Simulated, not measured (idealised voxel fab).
The document below concerns the process module designated voxel lift off.
Section cut is 165 nm wide and gridded with 5 nm square cells.
Heads up, the way a cross-section reads in here is a grid of square cells, handed over as bands from the top down, with every band being one or more rows of cells.
Per band: top height and bottom height in nm, followed by the left-to-right materials and their widths in nm; "full width" marks a single material spanning edge to edge, "air" marks empty space.
Height is counted from the level 0, under which the received wafer is composed throughout of one material. The lowest of the bands is not closed at the bottom but continues downward, in the notation "z 0 and below".
Think of "30 to 40" as a width that walks from the first number to the second as you go down the band, top row to bottom row, taking equal-sized steps from row to row.
"remained unchanged" -> step changed no cross-section cell.
Fully sealed cavities: empty space of 8 cells or more with no open way to the top, each as width x height at its distance from the left edge, in nm
Where a step's line continues beyond its settings, the continuation is a remark by the simulator itself on that step.
The line of a step may include "overlay nm". On a step with a mask, this value is how far to the right of its planned place the mask lay. A negative value means the mask lay to the left.

[So here's the lineup of process steps we planned]
1) RECEIVE | material Si
2) CONFORMAL_DEP | material SiO2 | thk nm 10
3) PATTERN | tone open | mask id LINES | material resist | width nm 15 | pitch nm 30 | thk nm 25 | overlay nm 0
4) DIRECTIONAL_DEP | material Ru | thk nm 15
5) STRIP | etch materials resist
6) CONFORMAL_DEP | material SiO2 | thk nm 5

[Below: the first of two wafers, run as planned]

[This is the cross-section of the wafer as we received it, i.e. after step 1]
- z 0 and below: Si full width
- Fully sealed cavities: none

[Cross-section through the wafer, step 2 finished]
- z 10 to 0: SiO2 full width
- below 0: unchanged

[Cross-section through the wafer, step 3 finished]
- z 35 to 10: resist 30 / air 15 / resist 15 / air 15 / resist 15 / air 15 / resist 15 / air 15 / resist 30
- below 10: unchanged

[Cross-section through the wafer, step 4 finished]
- z 50 to 35: Ru 30 / air 15 / Ru 15 / air 15 / Ru 15 / air 15 / Ru 15 / air 15 / Ru 30
- z 35 to 25: resist 30 / air 15 / resist 15 / air 15 / resist 15 / air 15 / resist 15 / air 15 / resist 30
- z 25 to 10: resist 30 / Ru 15 / resist 15 / Ru 15 / resist 15 / Ru 15 / resist 15 / Ru 15 / resist 30
- below 10: unchanged

[Cross-section through the wafer, step 5 finished]
- z 25 to 10: air 30 / Ru 15 / air 15 / Ru 15 / air 15 / Ru 15 / air 15 / Ru 15 / air 30
- below 10: unchanged

[Cross-section through the wafer, step 6 finished]
- z 30 to 25: air 25 / SiO2 25 / air 5 / SiO2 25 / air 5 / SiO2 25 / air 5 / SiO2 25 / air 25
- z 25 to 15: air 25 / SiO2 5 / Ru 15 / SiO2 5 / air 5 / SiO2 5 / Ru 15 / SiO2 5 / air 5 / SiO2 5 / Ru 15 / SiO2 5 / air 5 / SiO2 5 / Ru 15 / SiO2 5 / air 25
- z 15 to 10: SiO2 30 / Ru 15 / SiO2 15 / Ru 15 / SiO2 15 / Ru 15 / SiO2 15 / Ru 15 / SiO2 30
- below 10: unchanged

[The second wafer was prepared from the same starting point and under the same plan as the first; its processing contained one mistake, and it remains indistinguishable from the first wafer up to and including step 2]

[Second wafer, cross-section, planned end of step 3]
- z 35 to 10: resist 25 / air 15 / resist 15 / air 15 / resist 15 / air 15 / resist 15 / air 15 / resist 35
- below 10: unchanged

[Second wafer, cross-section, planned end of step 4]
- z 50 to 35: Ru 25 / air 15 / Ru 15 / air 15 / Ru 15 / air 15 / Ru 15 / air 15 / Ru 35
- z 35 to 25: resist 25 / air 15 / resist 15 / air 15 / resist 15 / air 15 / resist 15 / air 15 / resist 35
- z 25 to 10: resist 25 / Ru 15 / resist 15 / Ru 15 / resist 15 / Ru 15 / resist 15 / Ru 15 / resist 35
- below 10: unchanged

[Second wafer, cross-section, planned end of step 5]
- z 25 to 10: air 25 / Ru 15 / air 15 / Ru 15 / air 15 / Ru 15 / air 15 / Ru 15 / air 35
- below 10: unchanged

[Second wafer, cross-section, planned end of step 6]
- z 30 to 25: air 20 / SiO2 25 / air 5 / SiO2 25 / air 5 / SiO2 25 / air 5 / SiO2 25 / air 30
- z 25 to 15: air 20 / SiO2 5 / Ru 15 / SiO2 5 / air 5 / SiO2 5 / Ru 15 / SiO2 5 / air 5 / SiO2 5 / Ru 15 / SiO2 5 / air 5 / SiO2 5 / Ru 15 / SiO2 5 / air 30
- z 15 to 10: SiO2 25 / Ru 15 / SiO2 15 / Ru 15 / SiO2 15 / Ru 15 / SiO2 15 / Ru 15 / SiO2 35
- below 10: unchanged
Heads up, the wafer didn't run the way we planned it: step 3 deviated from plan and actually ran as PATTERN | tone open | mask id LINES | material resist | width nm 15 | pitch nm 30 | thk nm 25 | overlay nm -5
Comparing end states, the material composition by cell count is preserved from the first wafer to the second, while the locations of the cells are not.
